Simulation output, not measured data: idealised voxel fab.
A process module follows: voxel capacitor over wiring.
The figure presents cross-section cut, which has a width of 240 nm and is divided into square cells with an edge length of 5 nm.
Notation: cross-section as square-cell grid; stated in bands, top first, going down; one or more cell rows per band. Band: top height; bottom height; in nm. Then, left to right: material with width in nm, for each material. "everywhere": a single material spanning edge to edge. "empty": empty space. Height 0 is the level under which the wafer as received is all one material. The lowest band goes on downwards, as in "z 0 and below". Quick explanation for "30 to 40": the width changes in equal steps down the rows of cells, from the first number in the band's top row to the second number in its bottom row. Key: "no alteration" - step with no changed cell in the cross-section. Voids not open to the top, 8 cells minimum: see "Closed voids list". Written width x height at distance; distance is from the left edge; nm. Heads up: the bit after the settings on a step's line is the simulator's remark on that step. The setting "overlay nm" may be written on the line of a step. When the step uses a mask, the value reports how far to the right of the planned place the mask lay, and a negative value reports that it lay to the left. Pairs follow: section before one process step, section after it down to the lowest changed band, step with settings underneath. Pairs may come from different runs of this module on the same starting wafer; continuity with the pair above only as stated in the "Pre-process cross-section" entry.

# Pre-process cross-section
- z 0 and below  Si everywhere
- Closed voids list: none

# Post-Process View
- z 10 to 0  SiO2 everywhere
- Everything under 0 stays put, no change at all.
- Closed voids list: none
the step between: CONFORMAL_DEP (material SiO2; thk nm 10)

Pre-process cross-section: cross-section not repeated; it is the one shown after the step in the pair just above.

# Post-Process View
- z 15 to 10  TiN everywhere
- Everything under 10 stays put, no change at all.
- Closed voids list: none
the step between: DIRECTIONAL_DEP (material TiN; thk nm 5)

Pre-process cross-section: cross-section not repeated; it is the one shown after the step in the pair just above.

# Post-Process View
- z 30 to 15  W everywhere
- Everything under 15 stays put, no change at all.
- Closed voids list: none
the step between: DIRECTIONAL_DEP (material W; thk nm 15)

Pre-process cross-section: cross-section not repeated; it is the one shown after the step in the pair just above.

# Post-Process View
- z 40 to 30  aC everywhere
- Everything under 30 stays put, no change at all.
- Closed voids list: none
the step between: DIRECTIONAL_DEP (material aC; thk nm 10)

Pre-process cross-section: cross-section not repeated; it is the one shown after the step in the pair just above.

# Post-Process View
- z 65 to 40  55 empty | 30 resist | 65 empty | 30 resist | 60 empty
- Everything under 40 stays put, no change at all.
- Closed voids list: none
the step between: PATTERN (tone cover; mask id METAL_1; material resist; width nm 30; pitch nm 95; thk nm 25; overlay nm 0)

Pre-process cross-section: cross-section not repeated; it is the one shown after the step in the pair just above.

# Post-Process View
- z 55 to 40  55 empty | 30 resist | 65 empty | 30 resist | 60 empty
- z 40 to 30  55 empty | 30 aC | 65 empty | 30 aC | 60 empty
- Everything under 30 stays put, no change at all.
- Closed voids list: none
the step between: DIRECTIONAL_ETCH (etch materials aC; depth nm 10)

Pre-process cross-section: cross-section not repeated; it is the one shown after the step in the pair just above.

# Post-Process View
- z 40 to 30  55 empty | 30 aC | 65 empty | 30 aC | 60 empty
- Everything under 30 stays put, no change at all.
- Closed voids list: none
the step between: STRIP (etch materials resist)

Pre-process cross-section: cross-section not repeated; it is the one shown after the step in the pair just above.

# Post-Process View
- z 40 to 30  55 empty | 30 aC | 65 empty | 30 aC | 60 empty
- z 30 to 15  55 empty | 30 W | 65 empty | 30 W | 60 empty
- Everything under 15 stays put, no change at all.
- Closed voids list: none
the step between: DIRECTIONAL_ETCH (etch materials W; depth nm 15)

Pre-process cross-section: cross-section not repeated; it is the one shown after the step in the pair just above.

# Post-Process View
- z 40 to 30  55 empty | 30 aC | 65 empty | 30 aC | 60 empty
- z 30 to 15  55 empty | 30 W | 65 empty | 30 W | 60 empty
- z 15 to 10  55 empty | 30 TiN | 65 empty | 30 TiN | 60 empty
- Everything under 10 stays put, no change at all.
- Closed voids list: none
the step between: DIRECTIONAL_ETCH (etch materials TiN; depth nm 5)

Pre-process cross-section: cross-section not repeated; it is the one shown after the step in the pair just above.

# Post-Process View
- z 30 to 15  55 empty | 30 W | 65 empty | 30 W | 60 empty
- Everything under 15 stays put, no change at all.
- Closed voids list: none
the step between: STRIP (etch materials aC)

Pre-process cross-section: cross-section not repeated; it is the one shown after the step in the pair just above.

# Post-Process View
- z 35 to 30  50 empty | 40 SiN | 55 empty | 40 SiN | 55 empty
- z 30 to 15  50 empty | 5 SiN | 30 W | 5 SiN | 55 empty | 5 SiN | 30 W | 5 SiN | 55 empty
- z 15 to 10  55 SiN | 30 TiN | 65 SiN | 30 TiN | 60 SiN
- Everything under 10 stays put, no change at all.
- Closed voids list: none
the step between: CONFORMAL_DEP (material SiN; thk nm 5)

Pre-process cross-section: cross-section not repeated; it is the one shown after the step in the pair just above.

# Post-Process View
- z 40 to 35  lowk everywhere
- z 35 to 30  50 lowk | 40 SiN | 55 lowk | 40 SiN | 55 lowk
- z 30 to 15  50 lowk | 5 SiN | 30 W | 5 SiN | 55 lowk | 5 SiN | 30 W | 5 SiN | 55 lowk
- Everything under 15 stays put, no change at all.
- Closed voids list: none
the step between: FILL_DEP (material lowk; thk nm 5)

Pre-process cross-section: cross-section not repeated; it is the one shown after the step in the pair just above.

# Post-Process View
- z 30 to 15  50 lowk | 5 SiN | 30 W | 5 SiN | 55 lowk | 5 SiN | 30 W | 5 SiN | 55 lowk
- Everything under 15 stays put, no change at all.
- Closed voids list: none
the step between: CMP (height nm 30)

Pre-process cross-section: cross-section not repeated; it is the one shown after the step in the pair just above.

# Post-Process View
- z 35 to 30  SiCN everywhere
- Everything under 30 stays put, no change at all.
- Closed voids list: none
the step between: CONFORMAL_DEP (material SiCN; thk nm 5)

Pre-process cross-section: cross-section not repeated; it is the one shown after the step in the pair just above.

# Post-Process View
- z 45 to 35  lowk everywhere
- Everything under 35 stays put, no change at all.
- Closed voids list: none
the step between: DIRECTIONAL_DEP (material lowk; thk nm 10)

Pre-process cross-section: cross-section not repeated; it is the one shown after the step in the pair just above.

# Post-Process View
- z 65 to 45  70 resist | 15 empty | 155 resist
- Everything under 45 stays put, no change at all.
- Closed voids list: none
the step between: PATTERN (tone open; mask id PLUG_1; material resist; width nm 15; thk nm 20; overlay nm 0)

Pre-process cross-section: cross-section not repeated; it is the one shown after the step in the pair just above.

# Post-Process View
- z 65 to 45  70 resist | 15 empty | 155 resist
- z 45 to 35  70 lowk | 15 empty | 155 lowk
- Everything under 35 stays put, no change at all.
- Closed voids list: none
the step between: DIRECTIONAL_ETCH (etch materials lowk; depth nm 10)

Pre-process cross-section: cross-section not repeated; it is the one shown after the step in the pair just above.

# Post-Process View
- z 65 to 45  70 resist | 15 empty | 155 resist
- z 45 to 35  70 lowk | 15 empty | 155 lowk
- z 35 to 30  70 SiCN | 15 empty | 155 SiCN
- Everything under 30 stays put, no change at all.
- Closed voids list: none
the step between: DIRECTIONAL_ETCH (etch materials SiCN; depth nm 5)

Pre-process cross-section: cross-section not repeated; it is the one shown after the step in the pair just above.

# Post-Process View
- z 45 to 35  70 lowk | 15 empty | 155 lowk
- Everything under 35 stays put, no change at all.
- Closed voids list: none
the step between: STRIP (etch materials resist)

Pre-process cross-section: cross-section not repeated; it is the one shown after the step in the pair just above.

# Post-Process View
- z 50 to 45  75 TiN | 5 empty | 160 TiN
- z 45 to 35  70 lowk | 5 TiN | 5 empty | 5 TiN | 155 lowk
- z 35 to 30  70 SiCN | 15 TiN | 155 SiCN
- Everything under 30 stays put, no change at all.
- Closed voids list: none
the step between: CONFORMAL_DEP (material TiN; thk nm 5)

Pre-process cross-section: cross-section not repeated; it is the one shown after the step in the pair just above.

# Post-Process View
- z 55 to 50  Ru everywhere
- z 50 to 45  75 TiN | 5 Ru | 160 TiN
- z 45 to 35  70 lowk | 5 TiN | 5 Ru | 5 TiN | 155 lowk
- Everything under 35 stays put, no change at all.
- Closed voids list: none
the step between: FILL_DEP (material Ru; thk nm 5)

Pre-process cross-section: cross-section not repeated; it is the one shown after the step in the pair just above.

# Post-Process View
- z 45 to 35  70 lowk | 5 TiN | 5 Ru | 5 TiN | 155 lowk
- Everything under 35 stays put, no change at all.
- Closed voids list: none
the step between: CMP (height nm 45)

Pre-process cross-section: cross-section not repeated; it is the one shown after the step in the pair just above.

# Post-Process View
- z 50 to 45  TiN everywhere
- Everything under 45 stays put, no change at all.
- Closed voids list: none
the step between: DIRECTIONAL_DEP (material TiN; thk nm 5)

Pre-process cross-section: cross-section not repeated; it is the one shown after the step in the pair just above.

# Post-Process View
- z 55 to 50  Al2O3 everywhere
- Everything under 50 stays put, no change at all.
- Closed voids list: none
the step between: DIRECTIONAL_DEP (material Al2O3; thk nm 5)

Pre-process cross-section: cross-section not repeated; it is the one shown after the step in the pair just above.

# Post-Process View
- z 60 to 55  TiN everywhere
- Everything under 55 stays put, no change at all.
- Closed voids list: none
the step between: DIRECTIONAL_DEP (material TiN; thk nm 5)

Pre-process cross-section: cross-section not repeated; it is the one shown after the step in the pair just above.

# Post-Process View
- z 75 to 60  aC everywhere
- Everything under 60 stays put, no change at all.
- Closed voids list: none
the step between: DIRECTIONAL_DEP (material aC; thk nm 15)

Pre-process cross-section: cross-section not repeated; it is the one shown after the step in the pair just above.

# Post-Process View
- z 110 to 75  70 empty | 70 resist | 100 empty
- Everything under 75 stays put, no change at all.
- Closed voids list: none
the step between: PATTERN (tone cover; mask id UPPER_PLATE; material resist; width nm 70; thk nm 35; overlay nm 0)

Pre-process cross-section: cross-section not repeated; it is the one shown after the step in the pair just above.

# Post-Process View
- z 95 to 75  70 empty | 70 resist | 100 empty
- z 75 to 60  70 empty | 70 aC | 100 empty
- Everything under 60 stays put, no change at all.
- Closed voids list: none
the step between: DIRECTIONAL_ETCH (etch materials aC; depth nm 15)

Pre-process cross-section: cross-section not repeated; it is the one shown after the step in the pair just above.

# Post-Process View
- z 75 to 60  70 empty | 70 aC | 100 empty
- Everything under 60 stays put, no change at all.
- Closed voids list: none
the step between: STRIP (etch materials resist)

Pre-process cross-section: cross-section not repeated; it is the one shown after the step in the pair just above.

# Post-Process View
- z 75 to 60  70 empty | 70 aC | 100 empty
- z 60 to 55  70 empty | 70 TiN | 100 empty
- Everything under 55 stays put, no change at all.
- Closed voids list: none
the step between: DIRECTIONAL_ETCH (etch materials TiN; depth nm 5)

Pre-process cross-section: cross-section not repeated; it is the one shown after the step in the pair just above.

# Post-Process View
- z 75 to 60  70 empty | 70 aC | 100 empty
- z 60 to 55  70 empty | 70 TiN | 100 empty
- z 55 to 50  70 empty | 70 Al2O3 | 100 empty
- Everything under 50 stays put, no change at all.
- Closed voids list: none
the step between: DIRECTIONAL_ETCH (etch materials Al2O3; depth nm 5)

Pre-process cross-section: cross-section not repeated; it is the one shown after the step in the pair just above.

# Post-Process View
- z 60 to 55  70 empty | 70 TiN | 100 empty
- Everything under 55 stays put, no change at all.
- Closed voids list: none
the step between: STRIP (etch materials aC)

Pre-process cross-section: cross-section not repeated; it is the one shown after the step in the pair just above.

# Post-Process View
- z 60 to 55  70 empty | 70 TiN | 100 empty
- z 55 to 50  70 empty | 70 Al2O3 | 100 empty
- z 50 to 45  65 empty | 80 TiN | 95 empty
- Everything under 45 stays put, no change at all.
- Closed voids list: none
the step between: MASKED_ETCH (tone cover; mask id LOWER_PLATE; width nm 80; etch materials TiN; depth nm 5; overlay nm 0)

Pre-process cross-section: cross-section not repeated; it is the one shown after the step in the pair just above.

# Post-Process View
- z 80 to 60  SiO2 everywhere
- z 60 to 55  70 SiO2 | 70 TiN | 100 SiO2
- z 55 to 50  70 SiO2 | 70 Al2O3 | 100 SiO2
- z 50 to 45  65 SiO2 | 80 TiN | 95 SiO2
- Everything under 45 stays put, no change at all.
- Closed voids list: none
the step between: FILL_DEP (material SiO2; thk nm 20)

Pre-process cross-section: cross-section not repeated; it is the one shown after the step in the pair just above.

# Post-Process View
- z 75 to 60  SiO2 everywhere
- Everything under 60 stays put, no change at all.
- Closed voids list: none
the step between: CMP (height nm 75)

Pre-process cross-section: cross-section not repeated; it is the one shown after the step in the pair just above.

# Post-Process View
- z 75 to 60  80 SiO2 | 15 empty | 145 SiO2
- Everything under 60 stays put, no change at all.
- Closed voids list: none
the step between: MASKED_ETCH (tone open; mask id PLUG_2; width nm 15; etch materials SiO2; depth nm 15; overlay nm 0)

Pre-process cross-section: cross-section not repeated; it is the one shown after the step in the pair just above.

# Post-Process View
- z 80 to 75  85 TiN | 5 empty | 150 TiN
- z 75 to 65  80 SiO2 | 5 TiN | 5 empty | 5 TiN | 145 SiO2
- z 65 to 55  80 to 70 SiO2 | 15 to 70 TiN | 145 to 100 SiO2
- Everything under 55 stays put, no change at all.
- Closed voids list: none
the step between: CONFORMAL_DEP (material TiN; thk nm 5)

Pre-process cross-section: cross-section not repeated; it is the one shown after the step in the pair just above.

# Post-Process View
- z 85 to 80  Ru everywhere
- z 80 to 75  85 TiN | 5 Ru | 150 TiN
- z 75 to 65  80 SiO2 | 5 TiN | 5 Ru | 5 TiN | 145 SiO2
- Everything under 65 stays put, no change at all.
- Closed voids list: none
the step between: FILL_DEP (material Ru; thk nm 5)

Pre-process cross-section: cross-section not repeated; it is the one shown after the step in the pair just above.

# Post-Process View
- z 75 to 65  80 SiO2 | 5 TiN | 5 Ru | 5 TiN | 145 SiO2
- Everything under 65 stays put, no change at all.
- Closed voids list: none
the step between: CMP (height nm 75)

Pre-process cross-section: cross-section not repeated; it is the one shown after the step in the pair just above.

# Post-Process View
- z 80 to 75  SiN everywhere
- Everything under 75 stays put, no change at all.
- Closed voids list: none
the step between: CONFORMAL_DEP (material SiN; thk nm 5)

# Pre-process cross-section
- z 55 to 50  Al2O3 everywhere
- z 50 to 45  TiN everywhere
- z 45 to 35  70 lowk | 5 TiN | 5 Ru | 5 TiN | 155 lowk
- z 35 to 30  70 SiCN | 15 TiN | 155 SiCN
- z 30 to 15  50 lowk | 5 SiN | 30 W | 5 SiN | 55 lowk | 5 SiN | 30 W | 5 SiN | 55 lowk
- z 15 to 10  55 SiN | 30 TiN | 65 SiN | 30 TiN | 60 SiN
- z 10 to 0  SiO2 everywhere
- z 0 and below  Si everywhere
- Closed voids list: none

# Post-Process View
- z 70 to 55  aC everywhere
- Everything under 55 stays put, no change at all.
- Closed voids list: none
the step between: DIRECTIONAL_DEP (material aC; thk nm 15)

Pre-process cross-section: cross-section not repeated; it is the one shown after the step in the pair just above.

# Post-Process View
- z 105 to 70  70 empty | 70 resist | 100 empty
- Everything under 70 stays put, no change at all.
- Closed voids list: none
the step between: PATTERN (tone cover; mask id UPPER_PLATE; material resist; width nm 70; thk nm 35; overlay nm 0)

Pre-process cross-section: cross-section not repeated; it is the one shown after the step in the pair just above.

# Post-Process View
- z 90 to 70  70 empty | 70 resist | 100 empty
- z 70 to 55  70 empty | 70 aC | 100 empty
- Everything under 55 stays put, no change at all.
- Closed voids list: none
the step between: DIRECTIONAL_ETCH (etch materials aC; depth nm 15)

Pre-process cross-section: cross-section not repeated; it is the one shown after the step in the pair just above.

# Post-Process View
- z 70 to 55  70 empty | 70 aC | 100 empty
- Everything under 55 stays put, no change at all.
- Closed voids list: none
the step between: STRIP (etch materials resist)

Pre-process cross-section: cross-section not repeated; it is the one shown after the step in the pair just above.

# Post-Process View
- z 70 to 55  70 empty | 70 aC | 100 empty
- z 55 to 50  70 empty | 70 Al2O3 | 100 empty
- Everything under 50 stays put, no change at all.
- Closed voids list: none
the step between: DIRECTIONAL_ETCH (etch materials Al2O3; depth nm 5)

Pre-process cross-section: cross-section not repeated; it is the one shown after the step in the pair just above.

# Post-Process View
- z 55 to 50  70 empty | 70 Al2O3 | 100 empty
- Everything under 50 stays put, no change at all.
- Closed voids list: none
the step between: STRIP (etch materials aC)

Pre-process cross-section: cross-section not repeated; it is the one shown after the step in the pair just above.

# Post-Process View
- z 55 to 50  70 empty | 70 Al2O3 | 100 empty
- z 50 to 45  65 empty | 80 TiN | 95 empty
- Everything under 45 stays put, no change at all.
- Closed voids list: none
the step between: MASKED_ETCH (tone cover; mask id LOWER_PLATE; width nm 80; etch materials TiN; depth nm 5; overlay nm 0)

Pre-process cross-section: cross-section not repeated; it is the one shown after the step in the pair just above.

# Post-Process View
- z 75 to 55  SiO2 everywhere
- z 55 to 50  70 SiO2 | 70 Al2O3 | 100 SiO2
- z 50 to 45  65 SiO2 | 80 TiN | 95 SiO2
- Everything under 45 stays put, no change at all.
- Closed voids list: none
the step between: FILL_DEP (material SiO2; thk nm 20)

Pre-process cross-section: cross-section not repeated; it is the one shown after the step in the pair just above.

# Post-Process View
- z 75 to 60  80 SiO2 | 15 empty | 145 SiO2
- Everything under 60 stays put, no change at all.
- Closed voids list: none
the step between: MASKED_ETCH (tone open; mask id PLUG_2; width nm 15; etch materials SiO2; depth nm 15; overlay nm 0)

Pre-process cross-section: cross-section not repeated; it is the one shown after the step in the pair just above.

# Post-Process View
- z 80 to 75  85 TiN | 5 empty | 150 TiN
- z 75 to 65  80 SiO2 | 5 TiN | 5 empty | 5 TiN | 145 SiO2
- z 65 to 60  80 SiO2 | 15 TiN | 145 SiO2
- Everything under 60 stays put, no change at all.
- Closed voids list: none
the step between: CONFORMAL_DEP (material TiN; thk nm 5)

Pre-process cross-section: cross-section not repeated; it is the one shown after the step in the pair just above.

# Post-Process View
- z 85 to 80  Ru everywhere
- z 80 to 75  85 TiN | 5 Ru | 150 TiN
- z 75 to 65  80 SiO2 | 5 TiN | 5 Ru | 5 TiN | 145 SiO2
- Everything under 65 stays put, no change at all.
- Closed voids list: none
the step between: FILL_DEP (material Ru; thk nm 5)

Pre-process cross-section: cross-section not repeated; it is the one shown after the step in the pair just above.

# Post-Process View
- z 75 to 65  80 SiO2 | 5 TiN | 5 Ru | 5 TiN | 145 SiO2
- Everything under 65 stays put, no change at all.
- Closed voids list: none
the step between: CMP (height nm 75)

Pre-process cross-section: cross-section not repeated; it is the one shown after the step in the pair just above.

# Post-Process View
- z 80 to 75  SiN everywhere
- Everything under 75 stays put, no change at all.
- Closed voids list: none
the step between: CONFORMAL_DEP (material SiN; thk nm 5)

# Pre-process cross-section
- z 10 to 0  SiO2 everywhere
- z 0 and below  Si everywhere
- Closed voids list: none

# Post-Process View
- z 25 to 10  W everywhere
- Everything under 10 stays put, no change at all.
- Closed voids list: none
the step between: DIRECTIONAL_DEP (material W; thk nm 15)

Pre-process cross-section: cross-section not repeated; it is the one shown after the step in the pair just above.

# Post-Process View
- z 30 to 25  TiN everywhere
- Everything under 25 stays put, no change at all.
- Closed voids list: none
the step between: DIRECTIONAL_DEP (material TiN; thk nm 5)

Pre-process cross-section: cross-section not repeated; it is the one shown after the step in the pair just above.

# Post-Process View
- z 40 to 30  aC everywhere
- Everything under 30 stays put, no change at all.
- Closed voids list: none
the step between: DIRECTIONAL_DEP (material aC; thk nm 10)

Pre-process cross-section: cross-section not repeated; it is the one shown after the step in the pair just above.

# Post-Process View
- z 65 to 40  55 empty | 30 resist | 65 empty | 30 resist | 60 empty
- Everything under 40 stays put, no change at all.
- Closed voids list: none
the step between: PATTERN (tone cover; mask id METAL_1; material resist; width nm 30; pitch nm 95; thk nm 25; overlay nm 0)

Pre-process cross-section: cross-section not repeated; it is the one shown after the step in the pair just above.

# Post-Process View
- z 55 to 40  55 empty | 30 resist | 65 empty | 30 resist | 60 empty
- z 40 to 30  55 empty | 30 aC | 65 empty | 30 aC | 60 empty
- Everything under 30 stays put, no change at all.
- Closed voids list: none
the step between: DIRECTIONAL_ETCH (etch materials aC; depth nm 10)

Pre-process cross-section: cross-section not repeated; it is the one shown after the step in the pair just above.

# Post-Process View
- z 40 to 30  55 empty | 30 aC | 65 empty | 30 aC | 60 empty
- Everything under 30 stays put, no change at all.
- Closed voids list: none
the step between: STRIP (etch materials resist)

Pre-process cross-section: cross-section not repeated; it is the one shown after the step in the pair just above.

# Post-Process View
- z 40 to 30  55 empty | 30 aC | 65 empty | 30 aC | 60 empty
- z 30 to 25  55 empty | 30 TiN | 65 empty | 30 TiN | 60 empty
- Everything under 25 stays put, no change at all.
- Closed voids list: none
the step between: DIRECTIONAL_ETCH (etch materials TiN; depth nm 5)

Pre-process cross-section: cross-section not repeated; it is the one shown after the step in the pair just above.

# Post-Process View
- z 30 to 25  55 empty | 30 TiN | 65 empty | 30 TiN | 60 empty
- Everything under 25 stays put, no change at all.
- Closed voids list: none
the step between: STRIP (etch materials aC)

Pre-process cross-section: cross-section not repeated; it is the one shown after the step in the pair just above.

# Post-Process View
- z 35 to 30  50 empty | 40 SiN | 55 empty | 40 SiN | 55 empty
- z 30 to 25  55 SiN | 30 TiN | 65 SiN | 30 TiN | 60 SiN
- Everything under 25 stays put, no change at all.
- Closed voids list: none
the step between: CONFORMAL_DEP (material SiN; thk nm 5)

Pre-process cross-section: cross-section not repeated; it is the one shown after the step in the pair just above.

# Post-Process View
- z 40 to 35  lowk everywhere
- z 35 to 30  50 lowk | 40 SiN | 55 lowk | 40 SiN | 55 lowk
- Everything under 30 stays put, no change at all.
- Closed voids list: none
the step between: FILL_DEP (material lowk; thk nm 5)

Pre-process cross-section: cross-section not repeated; it is the one shown after the step in the pair just above.

# Post-Process View
- z 30 to 25  55 SiN | 30 TiN | 65 SiN | 30 TiN | 60 SiN
- Everything under 25 stays put, no change at all.
- Closed voids list: none
the step between: CMP (height nm 30)

Pre-process cross-section: cross-section not repeated; it is the one shown after the step in the pair just above.

# Post-Process View
- z 35 to 30  SiCN everywhere
- Everything under 30 stays put, no change at all.
- Closed voids list: none
the step between: CONFORMAL_DEP (material SiCN; thk nm 5)

Pre-process cross-section: cross-section not repeated; it is the one shown after the step in the pair just above.

# Post-Process View
- z 45 to 35  lowk everywhere
- Everything under 35 stays put, no change at all.
- Closed voids list: none
the step between: DIRECTIONAL_DEP (material lowk; thk nm 10)

Pre-process cross-section: cross-section not repeated; it is the one shown after the step in the pair just above.

# Post-Process View
- z 65 to 45  70 resist | 15 empty | 155 resist
- Everything under 45 stays put, no change at all.
- Closed voids list: none
the step between: PATTERN (tone open; mask id PLUG_1; material resist; width nm 15; thk nm 20; overlay nm 0)

Pre-process cross-section: cross-section not repeated; it is the one shown after the step in the pair just above.

# Post-Process View
- z 65 to 45  70 resist | 15 empty | 155 resist
- z 45 to 35  70 lowk | 15 empty | 155 lowk
- Everything under 35 stays put, no change at all.
- Closed voids list: none
the step between: DIRECTIONAL_ETCH (etch materials lowk; depth nm 10)

Pre-process cross-section: cross-section not repeated; it is the one shown after the step in the pair just above.

# Post-Process View
- z 65 to 45  70 resist | 15 empty | 155 resist
- z 45 to 35  70 lowk | 15 empty | 155 lowk
- z 35 to 30  70 SiCN | 15 empty | 155 SiCN
- Everything under 30 stays put, no change at all.
- Closed voids list: none
the step between: DIRECTIONAL_ETCH (etch materials SiCN; depth nm 5)

Pre-process cross-section: cross-section not repeated; it is the one shown after the step in the pair just above.

# Post-Process View
- z 45 to 35  70 lowk | 15 empty | 155 lowk
- Everything under 35 stays put, no change at all.
- Closed voids list: none
the step between: STRIP (etch materials resist)

Pre-process cross-section: cross-section not repeated; it is the one shown after the step in the pair just above.

# Post-Process View
- z 50 to 45  75 TiN | 5 empty | 160 TiN
- z 45 to 35  70 lowk | 5 TiN | 5 empty | 5 TiN | 155 lowk
- z 35 to 30  70 SiCN | 15 TiN | 155 SiCN
- Everything under 30 stays put, no change at all.
- Closed voids list: none
the step between: CONFORMAL_DEP (material TiN; thk nm 5)

Pre-process cross-section: cross-section not repeated; it is the one shown after the step in the pair just above.

# Post-Process View
- z 55 to 50  Ru everywhere
- z 50 to 45  75 TiN | 5 Ru | 160 TiN
- z 45 to 35  70 lowk | 5 TiN | 5 Ru | 5 TiN | 155 lowk
- Everything under 35 stays put, no change at all.
- Closed voids list: none
the step between: FILL_DEP (material Ru; thk nm 5)

Pre-process cross-section: cross-section not repeated; it is the one shown after the step in the pair just above.

# Post-Process View
- z 45 to 35  70 lowk | 5 TiN | 5 Ru | 5 TiN | 155 lowk
- Everything under 35 stays put, no change at all.
- Closed voids list: none
the step between: CMP (height nm 45)

Pre-process cross-section: cross-section not repeated; it is the one shown after the step in the pair just above.

# Post-Process View
- z 50 to 45  TiN everywhere
- Everything under 45 stays put, no change at all.
- Closed voids list: none
the step between: DIRECTIONAL_DEP (material TiN; thk nm 5)

Pre-process cross-section: cross-section not repeated; it is the one shown after the step in the pair just above.

# Post-Process View
- z 55 to 50  Al2O3 everywhere
- Everything under 50 stays put, no change at all.
- Closed voids list: none
the step between: DIRECTIONAL_DEP (material Al2O3; thk nm 5)

Pre-process cross-section: cross-section not repeated; it is the one shown after the step in the pair just above.

# Post-Process View
- z 60 to 55  TiN everywhere
- Everything under 55 stays put, no change at all.
- Closed voids list: none
the step between: DIRECTIONAL_DEP (material TiN; thk nm 5)

Pre-process cross-section: cross-section not repeated; it is the one shown after the step in the pair just above.

# Post-Process View
- z 75 to 60  aC everywhere
- Everything under 60 stays put, no change at all.
- Closed voids list: none
the step between: DIRECTIONAL_DEP (material aC; thk nm 15)

Pre-process cross-section: cross-section not repeated; it is the one shown after the step in the pair just above.

# Post-Process View
- z 110 to 75  70 empty | 70 resist | 100 empty
- Everything under 75 stays put, no change at all.
- Closed voids list: none
the step between: PATTERN (tone cover; mask id UPPER_PLATE; material resist; width nm 70; thk nm 35; overlay nm 0)

Pre-process cross-section: cross-section not repeated; it is the one shown after the step in the pair just above.

# Post-Process View
- z 95 to 75  70 empty | 70 resist | 100 empty
- z 75 to 60  70 empty | 70 aC | 100 empty
- Everything under 60 stays put, no change at all.
- Closed voids list: none
the step between: DIRECTIONAL_ETCH (etch materials aC; depth nm 15)

Pre-process cross-section: cross-section not repeated; it is the one shown after the step in the pair just above.

# Post-Process View
- z 75 to 60  70 empty | 70 aC | 100 empty
- Everything under 60 stays put, no change at all.
- Closed voids list: none
the step between: STRIP (etch materials resist)

Pre-process cross-section: cross-section not repeated; it is the one shown after the step in the pair just above.

# Post-Process View
- z 75 to 60  70 empty | 70 aC | 100 empty
- z 60 to 55  70 empty | 70 TiN | 100 empty
- Everything under 55 stays put, no change at all.
- Closed voids list: none
the step between: DIRECTIONAL_ETCH (etch materials TiN; depth nm 5)

Pre-process cross-section: cross-section not repeated; it is the one shown after the step in the pair just above.

# Post-Process View
- z 75 to 60  70 empty | 70 aC | 100 empty
- z 60 to 55  70 empty | 70 TiN | 100 empty
- z 55 to 50  70 empty | 70 Al2O3 | 100 empty
- Everything under 50 stays put, no change at all.
- Closed voids list: none
the step between: DIRECTIONAL_ETCH (etch materials Al2O3; depth nm 5)

Pre-process cross-section: cross-section not repeated; it is the one shown after the step in the pair just above.

# Post-Process View
- z 60 to 55  70 empty | 70 TiN | 100 empty
- Everything under 55 stays put, no change at all.
- Closed voids list: none
the step between: STRIP (etch materials aC)

Pre-process cross-section: cross-section not repeated; it is the one shown after the step in the pair just above.

# Post-Process View
- z 60 to 55  70 empty | 70 TiN | 100 empty
- z 55 to 50  70 empty | 70 Al2O3 | 100 empty
- z 50 to 45  65 empty | 80 TiN | 95 empty
- Everything under 45 stays put, no change at all.
- Closed voids list: none
the step between: MASKED_ETCH (tone cover; mask id LOWER_PLATE; width nm 80; etch materials TiN; depth nm 5; overlay nm 0)

Pre-process cross-section: cross-section not repeated; it is the one shown after the step in the pair just above.

# Post-Process View
- z 80 to 60  SiO2 everywhere
- z 60 to 55  70 SiO2 | 70 TiN | 100 SiO2
- z 55 to 50  70 SiO2 | 70 Al2O3 | 100 SiO2
- z 50 to 45  65 SiO2 | 80 TiN | 95 SiO2
- Everything under 45 stays put, no change at all.
- Closed voids list: none
the step between: FILL_DEP (material SiO2; thk nm 20)

Pre-process cross-section: cross-section not repeated; it is the one shown after the step in the pair just above.

# Post-Process View
- z 75 to 60  SiO2 everywhere
- Everything under 60 stays put, no change at all.
- Closed voids list: none
the step between: CMP (height nm 75)

Pre-process cross-section: cross-section not repeated; it is the one shown after the step in the pair just above.

# Post-Process View
- z 75 to 60  80 SiO2 | 15 empty | 145 SiO2
- Everything under 60 stays put, no change at all.
- Closed voids list: none
the step between: MASKED_ETCH (tone open; mask id PLUG_2; width nm 15; etch materials SiO2; depth nm 15; overlay nm 0)

Pre-process cross-section: cross-section not repeated; it is the one shown after the step in the pair just above.

# Post-Process View
- z 80 to 75  85 TiN | 5 empty | 150 TiN
- z 75 to 65  80 SiO2 | 5 TiN | 5 empty | 5 TiN | 145 SiO2
- z 65 to 55  80 to 70 SiO2 | 15 to 70 TiN | 145 to 100 SiO2
- Everything under 55 stays put, no change at all.
- Closed voids list: none
the step between: CONFORMAL_DEP (material TiN; thk nm 5)

Pre-process cross-section: cross-section not repeated; it is the one shown after the step in the pair just above.

# Post-Process View
- z 85 to 80  Ru everywhere
- z 80 to 75  85 TiN | 5 Ru | 150 TiN
- z 75 to 65  80 SiO2 | 5 TiN | 5 Ru | 5 TiN | 145 SiO2
- Everything under 65 stays put, no change at all.
- Closed voids list: none
the step between: FILL_DEP (material Ru; thk nm 5)

Pre-process cross-section: cross-section not repeated; it is the one shown after the step in the pair just above.

# Post-Process View
- z 75 to 65  80 SiO2 | 5 TiN | 5 Ru | 5 TiN | 145 SiO2
- Everything under 65 stays put, no change at all.
- Closed voids list: none
the step between: CMP (height nm 75)

Pre-process cross-section: cross-section not repeated; it is the one shown after the step in the pair just above.

# Post-Process View
- z 80 to 75  SiN everywhere
- Everything under 75 stays put, no change at all.
- Closed voids list: none
the step between: CONFORMAL_DEP (material SiN; thk nm 5)

# Pre-process cross-section
- z 80 to 60  SiO2 everywhere
- z 60 to 55  70 SiO2 | 70 TiN | 100 SiO2
- z 55 to 50  70 SiO2 | 70 Al2O3 | 100 SiO2
- z 50 to 45  65 SiO2 | 80 TiN | 95 SiO2
- z 45 to 35  70 lowk | 5 TiN | 5 Ru | 5 TiN | 155 lowk
- z 35 to 30  70 SiCN | 15 TiN | 155 SiCN
- z 30 to 15  50 lowk | 5 SiN | 30 W | 5 SiN | 55 lowk | 5 SiN | 30 W | 5 SiN | 55 lowk
- z 15 to 10  55 SiN | 30 TiN | 65 SiN | 30 TiN | 60 SiN
- z 10 to 0  SiO2 everywhere
- z 0 and below  Si everywhere
- Closed voids list: none

# Post-Process View
- z 65 to 60  SiO2 everywhere
- Everything under 60 stays put, no change at all.
- Closed voids list: none
the step between: CMP (height nm 65)
